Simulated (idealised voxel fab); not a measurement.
The name of this process module is voxel plated lines.
The figure presents cross-section cut, which has a width of 180 nm and is divided into square cells with an edge length of 5 nm.
If you're reading a cross-section in this doc, picture square cells in a grid; it comes to you as bands, top ones listed first down to the bottom, and a band can be one or more rows of cells.
A band entry consists of two parts. The first gives the height of the band's top and the height of its bottom, in nm. The rest lists the band's materials from left to right, each with its width in nm. A single material labelled with the word "everywhere" fills the band from edge to edge, and the word "air" marks empty space.
Below 0: as-received wafer, all one material; heights counted from there. Lowest band: no bottom, goes on down, written "0 -> down".
Quick explanation for "30 to 40": the width changes in equal steps down the rows of cells, from the first number in the band's top row to the second number in its bottom row.
"remains unaltered", as given for a step, is the statement that not any cell of the cross-section underwent a change during that step.
The list in "Enclosed void inventory" covers empty spaces of 8 cells or more that cannot reach the top through any open way, and it gives each as width x height at distance; the distance is from the left edge, and width, height and distance are in nm.
Where a step's line continues beyond its settings, the continuation is a remark by the simulator itself on that step.
If you see "overlay nm" on a step's line and that step has a mask, it's telling you how far right of where it was planned the mask ended up; a negative number means it went left instead.
## plan
- 1: RECEIVE | material Si
- 2: CONFORMAL_DEP | material SiO2 | thk nm 15
- 3: DIRECTIONAL_DEP | material TiN | thk nm 5
- 4: PATTERN | tone open | mask id LINES | material resist | width nm 15 | pitch nm 30 | thk nm 20 | overlay nm 0
- 5: EPI | material Ru | thk nm 5
- 6: STRIP | etch materials resist
- 7: DIRECTIONAL_ETCH | etch materials TiN | depth nm 5
- 8: CONFORMAL_DEP | material SiO2 | thk nm 5
For this document, wafers share an identical start and vary in the step 8 thk nm; the plan quotes the first wafer's value.
## The first of several wafers as received, shown in cross-section; this is its state after step 1
> 0 -> down: Si everywhere
> Enclosed void inventory: none
## Gained (+) or lost (-) cells of each material since receipt, then closed voids: one row per wafer, at the end of the module
thk nm 5; +6 Ru; +152 SiO2; +6 TiN; Enclosed void inventory: none
thk nm 10; +6 Ru; +194 SiO2; +6 TiN; Enclosed void inventory: none
thk nm 15; +6 Ru; +234 SiO2; +6 TiN; Enclosed void inventory: none
thk nm 20; +6 Ru; +274 SiO2; +6 TiN; Enclosed void inventory: none
